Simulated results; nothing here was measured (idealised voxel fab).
This is a process module. Its name is voxel wiring stack.
We display cut, a cross-section 145 nm in width whose square cells are each 5 nm.
Throughout this document, each cross-section is represented as a grid of square cells and is presented as a sequence of bands enumerated from the top downward, where a band comprises one or more rows of cells.
The band entry comprises the height of the band's top followed by the height of its bottom, expressed in nm, and subsequently the band's materials from left to right, each stated together with its width in nm. Where a single material is marked with the word "edge to edge", that material fills the band from edge to edge. The word "air" represents empty space.
Height datum 0, below which the as-received substrate wafer is one material. Lowest band open at the bottom, running downward: "0 -> down".
The expression "30..40" gives the width at the extremes of the band, the first number at its top row of cells and the second at its bottom row, with the width changing by equal amounts from each row to the next in between.
Any step labelled "remained unchanged" changed none of the cells in the cross-section.
Under "Cavities, sealed" you'll find the enclosed gaps, the ones with no way out to the top, that are 8 cells or bigger; each reads width x height at distance, with distance counted from the left edge, everything in nm.
The remark found on a step's line after its settings is issued by the simulator itself and pertains to that step.
When a step includes a mask, the "overlay nm" setting on its line states how far to the right of its planned place that mask lay, and negative values state how far to the left.

**plan**
1,RECEIVE [material Si]
2,CONFORMAL_DEP [material SiO2] [thk nm 15]
3,DIRECTIONAL_DEP [material TiN] [thk nm 5]
4,DIRECTIONAL_DEP [material W] [thk nm 15]
5,MASKED_ETCH [tone cover] [mask id METAL_1] [width nm 30] [pitch nm 60] [etch materials W] [depth nm 15] [overlay nm 0]
6,MASKED_ETCH [tone cover] [mask id METAL_1] [width nm 30] [pitch nm 60] [etch materials TiN] [depth nm 5] [overlay nm 0]
7,FILL_DEP [material SiO2] [thk nm 5]
8,CMP [height nm 35]
9,CONFORMAL_DEP [material SiCN] [thk nm 5]
10,DIRECTIONAL_DEP [material SiO2] [thk nm 10]
11,MASKED_ETCH [tone open] [mask id PLUG_1] [width nm 15] [etch materials SiO2] [depth nm 10] [overlay nm 0]
12,MASKED_ETCH [tone open] [mask id PLUG_1] [width nm 15] [etch materials SiCN] [depth nm 5] [overlay nm 0]
13,CONFORMAL_DEP [material TiN] [thk nm 5]
14,FILL_DEP [material Cu] [thk nm 5]
15,CMP [height nm 50]
16,CONFORMAL_DEP [material SiN] [thk nm 5]
17,DIRECTIONAL_DEP [material lowk] [thk nm 15]
18,MASKED_ETCH [tone open] [mask id METAL_2] [width nm 20] [pitch nm 60] [etch materials lowk] [depth nm 15] [overlay nm 0]
19,MASKED_ETCH [tone open] [mask id METAL_2] [width nm 30] [pitch nm 60] [etch materials SiN] [depth nm 5] [overlay nm 0]
20,CONFORMAL_DEP [material TiN] [thk nm 5]
21,FILL_DEP [material Cu] [thk nm 10]
22,CMP [height nm 70]
23,CONFORMAL_DEP [material SiCN] [thk nm 5]
24,DIRECTIONAL_DEP [material lowk] [thk nm 30]
25,MASKED_ETCH [tone open] [mask id METAL_3] [width nm 30] [pitch nm 60] [etch materials lowk] [depth nm 15] [overlay nm 0]
26,MASKED_ETCH [tone open] [mask id METAL_3_HOLES] [width nm 15] [etch materials lowk] [depth nm 15] [overlay nm 0]
27,MASKED_ETCH [tone open] [mask id METAL_3_HOLES] [width nm 15] [etch materials SiCN] [depth nm 5] [overlay nm 0]
28,CONFORMAL_DEP [material TiN] [thk nm 5]
29,FILL_DEP [material Cu] [thk nm 10]
30,CMP [height nm 105]
31,CONFORMAL_DEP [material SiCN] [thk nm 5]
32,DIRECTIONAL_DEP [material lowk] [thk nm 10]
33,DIRECTIONAL_DEP [material aC] [thk nm 15]
34,PATTERN [tone open] [mask id PLUG_3] [material resist] [width nm 15] [thk nm 30] [overlay nm 0]
35,DIRECTIONAL_ETCH [etch materials aC] [depth nm 15]
36,STRIP [etch materials resist]
37,DIRECTIONAL_ETCH [etch materials lowk] [depth nm 10]
38,DIRECTIONAL_ETCH [etch materials SiCN] [depth nm 5]
39,STRIP [etch materials aC]
40,EPI [material Ru] [thk nm 10]
41,EPI [material Ru] [thk nm 5]
42,DIRECTIONAL_DEP [material TiN] [thk nm 5]
43,DIRECTIONAL_DEP [material W] [thk nm 15]
44,PATTERN [tone cover] [mask id METAL_4] [material resist] [width nm 30] [pitch nm 60] [thk nm 20] [overlay nm 0]
45,DIRECTIONAL_ETCH [etch materials W] [depth nm 15]
46,DIRECTIONAL_ETCH [etch materials TiN] [depth nm 5]
47,STRIP [etch materials resist]
48,FILL_DEP [material SiO2] [thk nm 5]
49,CMP [height nm 140]
50,CONFORMAL_DEP [material SiCN] [thk nm 5]
Every wafer here starts from the same state; it is the step 18 width nm that distinguishes them, and the value the plan gives belongs to the first wafer.

**Cross-section, first of several wafers, as delivered after step 1**
0 -> down | Si edge to edge
Cavities, sealed: none

**Table: wafers, a row each; end-of-module cell change per material since receipt, gain (+), loss (-); then closed voids**
width nm 20; +34 Cu; +9 Ru; +107 SiCN; +21 SiN; +275 SiO2; +79 TiN; +72 W; +244 lowk; Cavities, sealed: none
width nm 25; +40 Cu; +9 Ru; +107 SiCN; +19 SiN; +275 SiO2; +81 TiN; +72 W; +238 lowk; Cavities, sealed: none
width nm 30; +46 Cu; +9 Ru; +107 SiCN; +17 SiN; +275 SiO2; +83 TiN; +72 W; +232 lowk; Cavities, sealed: none
width nm 35; +50 Cu; +9 Ru; +107 SiCN; +17 SiN; +275 SiO2; +85 TiN; +72 W; +226 lowk; Cavities, sealed: none
width nm 40; +54 Cu; +9 Ru; +107 SiCN; +17 SiN; +275 SiO2; +87 TiN; +72 W; +220 lowk; Cavities, sealed: none
width nm 45; +58 Cu; +9 Ru; +107 SiCN; +17 SiN; +275 SiO2; +89 TiN; +72 W; +214 lowk; Cavities, sealed: none
